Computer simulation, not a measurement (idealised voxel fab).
Process module under the name voxel ribs on slabs
This is section cut - it's 165 nm across, gridded in 5 nm square cells.
A cross-section is a grid of square cells, given in bands from the top down. A band is one or more rows of cells. Basically the band line says how high the top is and how high the bottom is, in nm, and then what's in it from left to right, every material with its width in nm. Empty space shows up as "empty", and if a single material carries "all across" it runs the full band edge to edge. Below 0: as-received wafer, all one material; heights counted from there. Lowest band: no bottom, goes on down, written "top 0, no bottom". Top row gets the first number, bottom row gets the second, and each row in between changes by the same step: that is how a band width like "30 to 40" works. Any step labelled "no change" changed none of the cells in the cross-section. Internal closed voids: empty space of 8 cells or more with no open way to the top, each as width x height at its distance from the left edge, in nm. Read whatever lies past the settings on a step's line as the simulator's own remark about the step. The "overlay nm" setting may appear on a step's line; for a step that uses a mask, it gives how far to the right of its planned position the mask lay, and a negative value indicates the left.
[Below is the list of planned process steps]
1,RECEIVE [material Si]
2,DIRECTIONAL_DEP [material SiO2] [thk nm 30]
3,DIRECTIONAL_DEP [material SiN] [thk nm 25]
4,MASKED_ETCH [tone cover] [mask id RIB] [width nm 25] [etch materials SiN] [depth nm 15] [overlay nm 0]
5,DIRECTIONAL_DEP [material aC] [thk nm 15]
6,PATTERN [tone cover] [mask id SLAB] [material resist] [width nm 55] [thk nm 30] [overlay nm 0]
7,DIRECTIONAL_ETCH [etch materials aC] [depth nm 15]
8,STRIP [etch materials resist]
9,DIRECTIONAL_ETCH [etch materials SiN] [depth nm 10]
10,STRIP [etch materials aC]
11,FILL_DEP [material SiO2] [thk nm 15]
12,CMP [height nm 65]
13,DIRECTIONAL_DEP [material W] [thk nm 5]
14,PATTERN [tone cover] [mask id HEATER] [material resist] [width nm 35] [thk nm 20] [overlay nm 0]
15,DIRECTIONAL_ETCH [etch materials W] [depth nm 5]
16,STRIP [etch materials resist]
17,CONFORMAL_DEP [material SiO2] [thk nm 5]
[Wafer cross-section on receipt, i.e. after step 1]
  top 0, no bottom = Si all across
  Internal closed voids: none
[Cross-section: first of two wafers, module finished, run according to plan]
  top 75, bottom 70 = empty: 60; SiO2: 45; empty: 60
  top 70, bottom 65 = SiO2: 65; W: 35; SiO2: 65
  top 65, bottom 55 = SiO2 all across
  top 55, bottom 40 = SiO2: 70; SiN: 25; SiO2: 70
  top 40, bottom 30 = SiO2: 55; SiN: 55; SiO2: 55
  top 30, bottom 0 = SiO2 all across
  top 0, no bottom = Si all across
  Internal closed voids: none
[Wafer two (of two), end-of-module cross-section: start = wafer one, plan = wafer one, one run mistake]
  top 65, bottom 60 = empty: 60; SiO2: 45; empty: 60
  top 60, bottom 55 = SiO2: 65; W: 35; SiO2: 65
  top 55, bottom 40 = SiO2: 70; SiN: 25; SiO2: 70
  top 40, bottom 30 = SiO2: 55; SiN: 55; SiO2: 55
  top 30, bottom 0 = SiO2 all across
  top 0, no bottom = Si all across
  Internal closed voids: none
Where did the run depart from the plan? step 12 did not use the planned setting and instead ran as CMP [height nm 55]
Final tally in cells, some materials are higher or lower on the second wafer than on the first: 66 fewer of SiO2
